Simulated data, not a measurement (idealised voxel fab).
process module | voxel capacitor over wiring
cross-section cut | 195 nm wide | cells 5 nm
A cross-section is a grid of square cells, given in bands from the top down. A band is one or more rows of cells.
Each band's line starts with the height of the band's top and of its bottom, in nm. Then come its materials from left to right, each with its width in nm. One material with "throughout" fills the band from edge to edge. "air" is empty space.
Height 0 is the level under which the wafer as received is all one material. The lowest band goes on downwards, as in "0 down".
A width such as "30 to 40" changes by the same amount from each row of cells to the next, from the band's top row to its bottom row.
"no change" after a step means that no cell of the cross-section changed.
closed voids: empty space of 8 cells or more with no open way to the top, each as width x height at its distance from the left edge, in nm
after a step's settings: what the simulator itself notes on the step
overlay nm, on a step with a mask: how far to the right of its planned place the mask lay; to the left if negative
plan
1 op RECEIVE | material Si
2 op CONFORMAL_DEP | material SiO2 | thk nm 10
3 op CONFORMAL_DEP | material SiCN | thk nm 5
4 op DIRECTIONAL_DEP | material SiO2 | thk nm 20
5 op PATTERN | tone open | mask id METAL_1 | material resist | width nm 30 | pitch nm 100 | thk nm 15 | overlay nm 0
6 op DIRECTIONAL_ETCH | etch materials SiO2 | depth nm 20
7 op DIRECTIONAL_ETCH | etch materials SiCN | depth nm 5
8 op STRIP | etch materials resist
9 op CONFORMAL_DEP | material TiN | thk nm 5
10 op FILL_DEP | material W | thk nm 5
11 op CMP | height nm 35
12 op EPI | material Ru | thk nm 5
13 op FILL_DEP | material SiCN | thk nm 5
14 op DIRECTIONAL_DEP | material lowk | thk nm 15
15 op PATTERN | tone open | mask id PLUG_1 | material resist | width nm 15 | thk nm 15 | overlay nm 0
16 op DIRECTIONAL_ETCH | etch materials lowk | depth nm 15
17 op DIRECTIONAL_ETCH | etch materials SiCN | depth nm 5
18 op STRIP | etch materials resist
19 op EPI | material Ru | thk nm 10
20 op EPI | material Ru | thk nm 10
21 op DIRECTIONAL_DEP | material TiN | thk nm 5
22 op DIRECTIONAL_DEP | material Al2O3 | thk nm 5
23 op DIRECTIONAL_DEP | material TiN | thk nm 10
24 op PATTERN | tone cover | mask id UPPER_PLATE | material resist | width nm 75 | thk nm 20 | overlay nm 0
25 op DIRECTIONAL_ETCH | etch materials TiN | depth nm 10
26 op DIRECTIONAL_ETCH | etch materials Al2O3 | depth nm 5
27 op STRIP | etch materials resist
28 op PATTERN | tone cover | mask id LOWER_PLATE | material resist | width nm 85 | thk nm 15 | overlay nm 0
29 op DIRECTIONAL_ETCH | etch materials TiN | depth nm 5
30 op STRIP | etch materials resist
31 op FILL_DEP | material SiO2 | thk nm 20
32 op CMP | height nm 95
33 op DIRECTIONAL_DEP | material aC | thk nm 15
34 op PATTERN | tone open | mask id PLUG_2 | material resist | width nm 15 | thk nm 30 | overlay nm 0
35 op DIRECTIONAL_ETCH | etch materials aC | depth nm 15
36 op STRIP | etch materials resist
37 op DIRECTIONAL_ETCH | etch materials SiO2 | depth nm 15
38 op STRIP | etch materials aC
39 op CONFORMAL_DEP | material TiN | thk nm 5
40 op FILL_DEP | material Cu | thk nm 10
41 op CMP | height nm 95
42 op CONFORMAL_DEP | material SiCN | thk nm 5
first wafer, as planned
as received, after step 1
  0 down: Si throughout
  closed voids: none
after step 2
  10 to 0: SiO2 throughout
  below 0: unchanged
after step 3
  15 to 10: SiCN throughout
  below 10: unchanged
after step 4
  35 to 15: SiO2 throughout
  below 15: unchanged
after step 5
  50 to 35: resist 30 | air 30 | resist 70 | air 30 | resist 35
  below 35: unchanged
after step 6
  50 to 35: resist 30 | air 30 | resist 70 | air 30 | resist 35
  35 to 15: SiO2 30 | air 30 | SiO2 70 | air 30 | SiO2 35
  below 15: unchanged
after step 7
  50 to 35: resist 30 | air 30 | resist 70 | air 30 | resist 35
  35 to 15: SiO2 30 | air 30 | SiO2 70 | air 30 | SiO2 35
  15 to 10: SiCN 30 | air 30 | SiCN 70 | air 30 | SiCN 35
  below 10: unchanged
after step 8
  35 to 15: SiO2 30 | air 30 | SiO2 70 | air 30 | SiO2 35
  below 15: unchanged
after step 9
  40 to 35: TiN 35 | air 20 | TiN 80 | air 20 | TiN 40
  35 to 15: SiO2 30 | TiN 5 | air 20 | TiN 5 | SiO2 70 | TiN 5 | air 20 | TiN 5 | SiO2 35
  15 to 10: SiCN 30 | TiN 30 | SiCN 70 | TiN 30 | SiCN 35
  below 10: unchanged
after step 10
  45 to 40: W throughout
  40 to 35: TiN 35 | W 20 | TiN 80 | W 20 | TiN 40
  35 to 15: SiO2 30 | TiN 5 | W 20 | TiN 5 | SiO2 70 | TiN 5 | W 20 | TiN 5 | SiO2 35
  below 15: unchanged
after step 11
  35 to 15: SiO2 30 | TiN 5 | W 20 | TiN 5 | SiO2 70 | TiN 5 | W 20 | TiN 5 | SiO2 35
  below 15: unchanged
after step 12
  40 to 35: air 25 | Ru 40 | air 60 | Ru 40 | air 30
  below 35: unchanged
after step 13
  45 to 40: SiCN throughout
  40 to 35: SiCN 25 | Ru 40 | SiCN 60 | Ru 40 | SiCN 30
  below 35: unchanged
after step 14
  60 to 45: lowk throughout
  below 45: unchanged
after step 15
  75 to 60: resist 45 | air 15 | resist 135
  below 60: unchanged
after step 16
  75 to 60: resist 45 | air 15 | resist 135
  60 to 45: lowk 45 | air 15 | lowk 135
  below 45: unchanged
after step 17
  75 to 60: resist 45 | air 15 | resist 135
  60 to 45: lowk 45 | air 15 | lowk 135
  45 to 40: SiCN 45 | air 15 | SiCN 135
  below 40: unchanged
after step 18
  60 to 45: lowk 45 | air 15 | lowk 135
  below 45: unchanged
after step 19
  60 to 50: lowk 45 | air 15 | lowk 135
  50 to 45: lowk 45 | Ru 15 | lowk 135
  45 to 40: SiCN 45 | Ru 15 | SiCN 135
  below 40: unchanged
after step 20
  60 to 45: lowk 45 | Ru 15 | lowk 135
  below 45: unchanged
after step 21
  65 to 60: TiN throughout
  below 60: unchanged
after step 22
  70 to 65: Al2O3 throughout
  below 65: unchanged
after step 23
  80 to 70: TiN throughout
  below 70: unchanged
after step 24
  100 to 80: air 45 | resist 75 | air 75
  below 80: unchanged
after step 25
  100 to 80: air 45 | resist 75 | air 75
  80 to 70: air 45 | TiN 75 | air 75
  below 70: unchanged
after step 26
  100 to 80: air 45 | resist 75 | air 75
  80 to 70: air 45 | TiN 75 | air 75
  70 to 65: air 45 | Al2O3 75 | air 75
  below 65: unchanged
after step 27
  80 to 70: air 45 | TiN 75 | air 75
  below 70: unchanged
after step 28
  95 to 80: air 40 | resist 85 | air 70
  80 to 70: air 40 | resist 5 | TiN 75 | resist 5 | air 70
  70 to 65: air 40 | resist 5 | Al2O3 75 | resist 5 | air 70
  below 65: unchanged
after step 29
  95 to 80: air 40 | resist 85 | air 70
  80 to 70: air 40 | resist 5 | TiN 75 | resist 5 | air 70
  70 to 65: air 40 | resist 5 | Al2O3 75 | resist 5 | air 70
  65 to 60: air 40 | TiN 85 | air 70
  below 60: unchanged
after step 30
  80 to 70: air 45 | TiN 75 | air 75
  70 to 65: air 45 | Al2O3 75 | air 75
  below 65: unchanged
after step 31
  100 to 80: SiO2 throughout
  80 to 70: SiO2 45 | TiN 75 | SiO2 75
  70 to 65: SiO2 45 | Al2O3 75 | SiO2 75
  65 to 60: SiO2 40 | TiN 85 | SiO2 70
  below 60: unchanged
after step 32
  95 to 80: SiO2 throughout
  below 80: unchanged
after step 33
  110 to 95: aC throughout
  below 95: unchanged
after step 34
  140 to 110: resist 55 | air 15 | resist 125
  below 110: unchanged
after step 35
  125 to 110: resist 55 | air 15 | resist 125
  110 to 95: aC 55 | air 15 | aC 125
  below 95: unchanged
after step 36
  110 to 95: aC 55 | air 15 | aC 125
  below 95: unchanged
after step 37
  110 to 95: aC 55 | air 15 | aC 125
  95 to 80: SiO2 55 | air 15 | SiO2 125
  below 80: unchanged
after step 38
  95 to 80: SiO2 55 | air 15 | SiO2 125
  below 80: unchanged
after step 39
  100 to 95: TiN 60 | air 5 | TiN 130
  95 to 85: SiO2 55 | TiN 5 | air 5 | TiN 5 | SiO2 125
  85 to 80: SiO2 55 | TiN 15 | SiO2 125
  below 80: unchanged
after step 40
  110 to 100: Cu throughout
  100 to 95: TiN 60 | Cu 5 | TiN 130
  95 to 85: SiO2 55 | TiN 5 | Cu 5 | TiN 5 | SiO2 125
  below 85: unchanged
after step 41
  95 to 85: SiO2 55 | TiN 5 | Cu 5 | TiN 5 | SiO2 125
  below 85: unchanged
after step 42
  100 to 95: SiCN throughout
  below 95: unchanged
second wafer: like start, like plan, one mistake. Through step 4 it matches the first wafer
when step 5 should have ended
  50 to 35: resist 25 | air 40 | resist 60 | air 40 | resist 30
  below 35: unchanged
when step 6 should have ended
  50 to 35: resist 25 | air 40 | resist 60 | air 40 | resist 30
  35 to 15: SiO2 25 | air 40 | SiO2 60 | air 40 | SiO2 30
  below 15: unchanged
when step 7 should have ended
  50 to 35: resist 25 | air 40 | resist 60 | air 40 | resist 30
  35 to 15: SiO2 25 | air 40 | SiO2 60 | air 40 | SiO2 30
  15 to 10: SiCN 25 | air 40 | SiCN 60 | air 40 | SiCN 30
  below 10: unchanged
when step 8 should have ended
  35 to 15: SiO2 25 | air 40 | SiO2 60 | air 40 | SiO2 30
  below 15: unchanged
when step 9 should have ended
  40 to 35: TiN 30 | air 30 | TiN 70 | air 30 | TiN 35
  35 to 15: SiO2 25 | TiN 5 | air 30 | TiN 5 | SiO2 60 | TiN 5 | air 30 | TiN 5 | SiO2 30
  15 to 10: SiCN 25 | TiN 40 | SiCN 60 | TiN 40 | SiCN 30
  below 10: unchanged
when step 10 should have ended
  45 to 40: W throughout
  40 to 35: TiN 30 | W 30 | TiN 70 | W 30 | TiN 35
  35 to 15: SiO2 25 | TiN 5 | W 30 | TiN 5 | SiO2 60 | TiN 5 | W 30 | TiN 5 | SiO2 30
  below 15: unchanged
when step 11 should have ended
  35 to 15: SiO2 25 | TiN 5 | W 30 | TiN 5 | SiO2 60 | TiN 5 | W 30 | TiN 5 | SiO2 30
  below 15: unchanged
when step 12 should have ended
  40 to 35: air 20 | Ru 50 | air 50 | Ru 50 | air 25
  below 35: unchanged
when step 13 should have ended
  45 to 40: SiCN throughout
  40 to 35: SiCN 20 | Ru 50 | SiCN 50 | Ru 50 | SiCN 25
  below 35: unchanged
when step 14 should have ended
  60 to 45: lowk throughout
  below 45: unchanged
when step 15 should have ended
  75 to 60: resist 45 | air 15 | resist 135
  below 60: unchanged
when step 16 should have ended
  75 to 60: resist 45 | air 15 | resist 135
  60 to 45: lowk 45 | air 15 | lowk 135
  below 45: unchanged
when step 17 should have ended
  75 to 60: resist 45 | air 15 | resist 135
  60 to 45: lowk 45 | air 15 | lowk 135
  45 to 40: SiCN 45 | air 15 | SiCN 135
  below 40: unchanged
when step 18 should have ended
  60 to 45: lowk 45 | air 15 | lowk 135
  below 45: unchanged
when step 19 should have ended
  60 to 50: lowk 45 | air 15 | lowk 135
  50 to 45: lowk 45 | Ru 15 | lowk 135
  45 to 40: SiCN 45 | Ru 15 | SiCN 135
  below 40: unchanged
when step 20 should have ended
  60 to 45: lowk 45 | Ru 15 | lowk 135
  below 45: unchanged
when step 21 should have ended
  65 to 60: TiN throughout
  below 60: unchanged
when step 22 should have ended
  70 to 65: Al2O3 throughout
  below 65: unchanged
when step 23 should have ended
  80 to 70: TiN throughout
  below 70: unchanged
when step 24 should have ended
  100 to 80: air 45 | resist 75 | air 75
  below 80: unchanged
when step 25 should have ended
  100 to 80: air 45 | resist 75 | air 75
  80 to 70: air 45 | TiN 75 | air 75
  below 70: unchanged
when step 26 should have ended
  100 to 80: air 45 | resist 75 | air 75
  80 to 70: air 45 | TiN 75 | air 75
  70 to 65: air 45 | Al2O3 75 | air 75
  below 65: unchanged
when step 27 should have ended
  80 to 70: air 45 | TiN 75 | air 75
  below 70: unchanged
when step 28 should have ended
  95 to 80: air 40 | resist 85 | air 70
  80 to 70: air 40 | resist 5 | TiN 75 | resist 5 | air 70
  70 to 65: air 40 | resist 5 | Al2O3 75 | resist 5 | air 70
  below 65: unchanged
when step 29 should have ended
  95 to 80: air 40 | resist 85 | air 70
  80 to 70: air 40 | resist 5 | TiN 75 | resist 5 | air 70
  70 to 65: air 40 | resist 5 | Al2O3 75 | resist 5 | air 70
  65 to 60: air 40 | TiN 85 | air 70
  below 60: unchanged
when step 30 should have ended
  80 to 70: air 45 | TiN 75 | air 75
  70 to 65: air 45 | Al2O3 75 | air 75
  below 65: unchanged
when step 31 should have ended
  100 to 80: SiO2 throughout
  80 to 70: SiO2 45 | TiN 75 | SiO2 75
  70 to 65: SiO2 45 | Al2O3 75 | SiO2 75
  65 to 60: SiO2 40 | TiN 85 | SiO2 70
  below 60: unchanged
when step 32 should have ended
  95 to 80: SiO2 throughout
  below 80: unchanged
when step 33 should have ended
  110 to 95: aC throughout
  below 95: unchanged
when step 34 should have ended
  140 to 110: resist 55 | air 15 | resist 125
  below 110: unchanged
when step 35 should have ended
  125 to 110: resist 55 | air 15 | resist 125
  110 to 95: aC 55 | air 15 | aC 125
  below 95: unchanged
when step 36 should have ended
  110 to 95: aC 55 | air 15 | aC 125
  below 95: unchanged
when step 37 should have ended
  110 to 95: aC 55 | air 15 | aC 125
  95 to 80: SiO2 55 | air 15 | SiO2 125
  below 80: unchanged
when step 38 should have ended
  95 to 80: SiO2 55 | air 15 | SiO2 125
  below 80: unchanged
when step 39 should have ended
  100 to 95: TiN 60 | air 5 | TiN 130
  95 to 85: SiO2 55 | TiN 5 | air 5 | TiN 5 | SiO2 125
  85 to 80: SiO2 55 | TiN 15 | SiO2 125
  below 80: unchanged
when step 40 should have ended
  110 to 100: Cu throughout
  100 to 95: TiN 60 | Cu 5 | TiN 130
  95 to 85: SiO2 55 | TiN 5 | Cu 5 | TiN 5 | SiO2 125
  below 85: unchanged
when step 41 should have ended
  95 to 85: SiO2 55 | TiN 5 | Cu 5 | TiN 5 | SiO2 125
  below 85: unchanged
when step 42 should have ended
  100 to 95: SiCN throughout
  below 95: unchanged
what went wrong: step 5 ran as: op PATTERN | tone open | mask id METAL_1 | material resist | width nm 40 | pitch nm 100 | thk nm 15 | overlay nm 0
at the end the second wafer has, in cells: 4 more of Ru | 8 fewer of SiCN | 16 fewer of SiO2 | 4 more of TiN | 16 more of W
